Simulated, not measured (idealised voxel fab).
The following process module bears the name voxel wiring stack.
Cross-section cut spans 255 nm and uses square cells 5 nm in size.
In this document a cross-section is written as a grid of square cells. It is given as a series of bands, listed from the top down, and a band is one or more rows of cells. The entry gives the band's vertical extent as a top height and a bottom height in nm, then its horizontal make-up as materials from left to right, each with a width in nm. "blank" stands for empty space; a single material marked "everywhere" fills the band edge to edge. A quick word on heights: they are counted from 0, and under that level the wafer as it came to us is one material throughout. The lowest band is different from the rest in having no bottom; it simply continues downward, written as in "0 nm and below". Width spec "30 to 40" -> top row of cells at first value, bottom row at second value, equal per-row change in between. Key: "remained the same" - step with no changed cell in the cross-section. Listed in "Voids, sealed": every empty space of 8 or more cells without an open way to the top. Form: width x height at distance, the distance being from the left edge, all in nm. Read whatever lies past the settings on a step's line as the simulator's own remark about the step. Each step line may optionally specify "overlay nm", which for a step with a mask gives the rightward distance between the mask's planned place and where it lay, a negative value indicating the leftward direction.
Process steps (planned):
1,RECEIVE [material Si]
2,CONFORMAL_DEP [material SiO2] [thk nm 15]
3,DIRECTIONAL_DEP [material TiN] [thk nm 5]
4,DIRECTIONAL_DEP [material Ru] [thk nm 20]
5,MASKED_ETCH [tone cover] [mask id METAL_1] [width nm 30] [pitch nm 60] [etch materials Ru] [depth nm 20] [overlay nm 0]
6,MASKED_ETCH [tone cover] [mask id METAL_1] [width nm 30] [pitch nm 60] [etch materials TiN] [depth nm 5] [overlay nm 0]
7,CONFORMAL_DEP [material SiN] [thk nm 5]
8,FILL_DEP [material SiO2] [thk nm 10]
9,CMP [height nm 40]
10,CONFORMAL_DEP [material SiCN] [thk nm 5]
11,DIRECTIONAL_DEP [material lowk] [thk nm 30]
12,PATTERN [tone open] [mask id METAL_2] [material resist] [width nm 30] [pitch nm 60] [thk nm 15] [overlay nm 0]
13,DIRECTIONAL_ETCH [etch materials lowk] [depth nm 10]
14,STRIP [etch materials resist]
15,MASKED_ETCH [tone open] [mask id METAL_2_HOLES] [width nm 15] [pitch nm 120] [etch materials lowk] [depth nm 10] [overlay nm 0]
16,MASKED_ETCH [tone open] [mask id METAL_2_HOLES] [width nm 15] [pitch nm 120] [etch materials SiCN] [depth nm 5] [overlay nm 0]
17,CONFORMAL_DEP [material TiN] [thk nm 5]
18,FILL_DEP [material Cu] [thk nm 5]
19,CMP [height nm 75]
20,CONFORMAL_DEP [material SiCN] [thk nm 5]
21,DIRECTIONAL_DEP [material SiO2] [thk nm 30]
22,MASKED_ETCH [tone open] [mask id METAL_3] [width nm 30] [pitch nm 60] [etch materials SiO2] [depth nm 15] [overlay nm 0]
23,MASKED_ETCH [tone open] [mask id METAL_3_HOLES] [width nm 15] [pitch nm 120] [etch materials SiO2] [depth nm 15] [overlay nm 0]
24,MASKED_ETCH [tone open] [mask id METAL_3_HOLES] [width nm 15] [pitch nm 120] [etch materials SiCN] [depth nm 5] [overlay nm 0]
25,CONFORMAL_DEP [material TiN] [thk nm 5]
26,FILL_DEP [material Cu] [thk nm 10]
27,CMP [height nm 110]
28,CONFORMAL_DEP [material SiCN] [thk nm 5]
29,DIRECTIONAL_DEP [material SiO2] [thk nm 30]
30,PATTERN [tone open] [mask id METAL_4] [material resist] [width nm 30] [pitch nm 60] [thk nm 15] [overlay nm 0]
31,DIRECTIONAL_ETCH [etch materials SiO2] [depth nm 15]
32,STRIP [etch materials resist]
33,MASKED_ETCH [tone open] [mask id METAL_4_HOLES] [width nm 15] [pitch nm 60] [etch materials SiO2] [depth nm 15] [overlay nm 0]
34,MASKED_ETCH [tone open] [mask id METAL_4_HOLES] [width nm 15] [pitch nm 60] [etch materials SiCN] [depth nm 5] [overlay nm 0]
35,CONFORMAL_DEP [material TiN] [thk nm 5]
36,FILL_DEP [material Cu] [thk nm 10]
37,CMP [height nm 145]
38,CONFORMAL_DEP [material SiN] [thk nm 5]
The wafers in this document start out alike and differ in the depth nm applied at step 13; the plan shows the value used for the first wafer.
After step 1, as received: first of several wafers, cross-section:
0 nm and below | Si everywhere
Voids, sealed: none
What follows is a table in which each wafer occupies a row; for the wafer as it stands at the close of the module, the row states, material by material, how many cells have been gained (+) or lost (-) since receipt, and then gives its closed voids:
depth nm 10 | +108 Cu | +96 Ru | +135 SiCN | +110 SiN | +643 SiO2 | +192 TiN | +246 lowk | Voids, sealed: none
depth nm 15 | +124 Cu | +96 Ru | +135 SiCN | +110 SiN | +643 SiO2 | +200 TiN | +222 lowk | Voids, sealed: none
depth nm 20 | +142 Cu | +96 Ru | +129 SiCN | +110 SiN | +643 SiO2 | +212 TiN | +198 lowk | Voids, sealed: none
depth nm 25 | +156 Cu | +96 Ru | +129 SiCN | +110 SiN | +643 SiO2 | +216 TiN | +180 lowk | Voids, sealed: none
depth nm 30 | +170 Cu | +96 Ru | +129 SiCN | +110 SiN | +643 SiO2 | +220 TiN | +162 lowk | Voids, sealed: none
depth nm 35 | +170 Cu | +96 Ru | +129 SiCN | +110 SiN | +643 SiO2 | +220 TiN | +162 lowk | Voids, sealed: none
